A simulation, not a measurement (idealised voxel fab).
Process module heading - voxel quadruple lines
It is cross-section cut that appears here, measuring 265 nm in width, its square cells being 5 nm in size.
Heads up, the way a cross-section reads in here is a grid of square cells, handed over as bands from the top down, with every band being one or more rows of cells.
Heights first: top, then bottom, in nm. Then materials, left to right, each with a width in nm. "everywhere" on a single material: fills the band edge to edge. "blank": empty space.
Heights are reckoned from 0. Under this level, the received wafer is all of one material. The bottommost band is open-ended downward, for example "top 0, no bottom".
A width such as "30->40" changes by the same amount from each row of cells to the next, from the band's top row to its bottom row.
Basically "no change occurred" means that step didn't change any cell in the cross-section.
"Enclosed empty spaces" contains a list of empty spaces, each no smaller than 8 cells and without an open way to the top, written in the form width x height at distance with the distance from the left edge and all three in nm.
Read whatever lies past the settings on a step's line as the simulator's own remark about the step.
overlay nm: right-of-plan distance of the mask on a masked step; negative values mean left-of-plan.

**These are the steps we planned for the process**
- 1: RECEIVE | material Si
- 2: CONFORMAL_DEP | material Al2O3 | thk nm 5
- 3: DIRECTIONAL_DEP | material W | thk nm 10
- 4: DIRECTIONAL_DEP | material polySi | thk nm 15
- 5: DIRECTIONAL_DEP | material aC | thk nm 20
- 6: PATTERN | tone cover | mask id MANDREL | material resist | width nm 20 | pitch nm 60 | thk nm 25 | overlay nm 0
- 7: DIRECTIONAL_ETCH | etch materials aC | depth nm 20
- 8: STRIP | etch materials resist
- 9: CONFORMAL_DEP | material SiO2 | thk nm 10
- 10: DIRECTIONAL_ETCH | etch materials SiO2 | depth nm 10
- 11: STRIP | etch materials aC
- 12: DIRECTIONAL_ETCH | etch materials polySi | depth nm 15
- 13: STRIP | etch materials SiO2
- 14: CONFORMAL_DEP | material SiN | thk nm 5
- 15: DIRECTIONAL_ETCH | etch materials SiN | depth nm 5
- 16: STRIP | etch materials polySi
- 17: DIRECTIONAL_ETCH | etch materials W | depth nm 10
- 18: STRIP | etch materials SiN
- 19: FILL_DEP | material SiO2 | thk nm 10
- 20: CMP | height nm 5
All wafers enter the flow in the same state. The height nm at step 20 differs from wafer to wafer, and the plan gives the value for the first wafer.

**First of several wafers (as received, post step 1), cross-sectional view**
    top 0, no bottom | Si everywhere
    Enclosed empty spaces: none

**The cross-section of the first of several wafers is given below for the end of the module, after its final step, step 20**
    top 5, bottom 0 | Al2O3 everywhere
    top 0, no bottom | Si everywhere
    Enclosed empty spaces: none

**Sectional view of the last wafer upon completion of the module**
    top 25, bottom 15 | SiO2 everywhere
    top 15, bottom 5 | 75 of SiO2 | 5 of W | 10 of SiO2 | 5 of W | 10 of SiO2 | 5 of W | 10 of SiO2 | 5 of W | 10 of SiO2 | 5 of W | 10 of SiO2 | 5 of W | 10 of SiO2 | 5 of W | 10 of SiO2 | 5 of W | 80 of SiO2
    top 5, bottom 0 | Al2O3 everywhere
    top 0, no bottom | Si everywhere
    Enclosed empty spaces: none

**Basically each wafer gets a line in the table, showing it at the end of the module: material by material, the cells it gained (+) or lost (-) since we got it, then its closed voids**
height nm 5, +53 Al2O3, Enclosed empty spaces: none
height nm 10, +53 Al2O3, +45 SiO2, +8 W, Enclosed empty spaces: none
height nm 15, +53 Al2O3, +90 SiO2, +16 W, Enclosed empty spaces: none
height nm 20, +53 Al2O3, +143 SiO2, +16 W, Enclosed empty spaces: none
height nm 25, +53 Al2O3, +196 SiO2, +16 W, Enclosed empty spaces: none
